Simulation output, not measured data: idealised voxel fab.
You're looking at the process module voxel quadruple lines.
Section shown: cut. Width: 270 nm. Cell size: 5 nm, square.
Throughout this document, each cross-section is represented as a grid of square cells and is presented as a sequence of bands enumerated from the top downward, where a band comprises one or more rows of cells.
Heights first: top, then bottom, in nm. Then materials, left to right, each with a width in nm. "full width" on a single material: fills the band edge to edge. "blank": empty space.
Where do heights start? At 0: under that level the wafer as delivered is made of one material only. And the lowest band has no floor; it just carries on downward, as in "top 0, no bottom".
Per-row width for "30->40": begins at first number (top row of band), ends at second number (bottom row), increment between rows held constant.
The designation "nothing got changed", where it is given for a processing step, indicates that no cell of the cross-section was altered in the course of that step.
The entry "Completely sealed voids" lists the empty spaces that cover at least 8 cells and have no open path to the top. Each is written as width x height at distance, where the distance is measured from the left edge and all three values are in nm.
Step line, after settings: the simulator's comment on this step.
Among the settings permitted on a step's line is "overlay nm"; applied to a step with a mask, it specifies the extent to which the mask lay to the right of its planned position, whereas a negative figure signifies a position to the left.

[Process steps (planned)]
1,RECEIVE | material Si
2,CONFORMAL_DEP | material SiO2 | thk nm 10
3,DIRECTIONAL_DEP | material Ru | thk nm 10
4,DIRECTIONAL_DEP | material polySi | thk nm 15
5,DIRECTIONAL_DEP | material aC | thk nm 25
6,PATTERN | tone cover | mask id MANDREL | material resist | width nm 30 | pitch nm 80 | thk nm 30 | overlay nm 0
7,DIRECTIONAL_ETCH | etch materials aC | depth nm 25
8,STRIP | etch materials resist
9,CONFORMAL_DEP | material SiO2 | thk nm 10
10,DIRECTIONAL_ETCH | etch materials SiO2 | depth nm 10
11,STRIP | etch materials aC
12,DIRECTIONAL_ETCH | etch materials polySi | depth nm 15
13,STRIP | etch materials SiO2
14,CONFORMAL_DEP | material SiCN | thk nm 10
15,DIRECTIONAL_ETCH | etch materials SiCN | depth nm 10
16,STRIP | etch materials polySi
17,DIRECTIONAL_ETCH | etch materials Ru | depth nm 10
18,STRIP | etch materials SiCN

[Cross-section of the incoming wafer, state after step 1]
* top 0, no bottom  Si full width
* Completely sealed voids: none

[First of two wafers, end-of-module section, run followed plan]
* top 20, bottom 10  blank 60; Ru 10; blank 10; Ru 10; blank 10; Ru 10; blank 10; Ru 10; blank 10; Ru 10; blank 10; Ru 10; blank 10; Ru 10; blank 10; Ru 10; blank 60
* top 10, bottom 0  SiO2 full width
* top 0, no bottom  Si full width
* Completely sealed voids: none

[End of module, second wafer, cross-section. Started like the first, planned like the first, run with one mistake]
* top 10, bottom 0  blank 60; Ru 10; blank 10; Ru 10; blank 10; Ru 10; blank 10; Ru 10; blank 10; Ru 10; blank 10; Ru 10; blank 10; Ru 10; blank 10; Ru 10; blank 60
* top 0, no bottom  Si full width
* Completely sealed voids: none
Heads up, the wafer didn't run the way we planned it: step 2 from the plan never happened, it was just skipped
Bottom line after processing is that, in cells, the second wafer is up or down on some materials versus the first: SiO2: 108 fewer
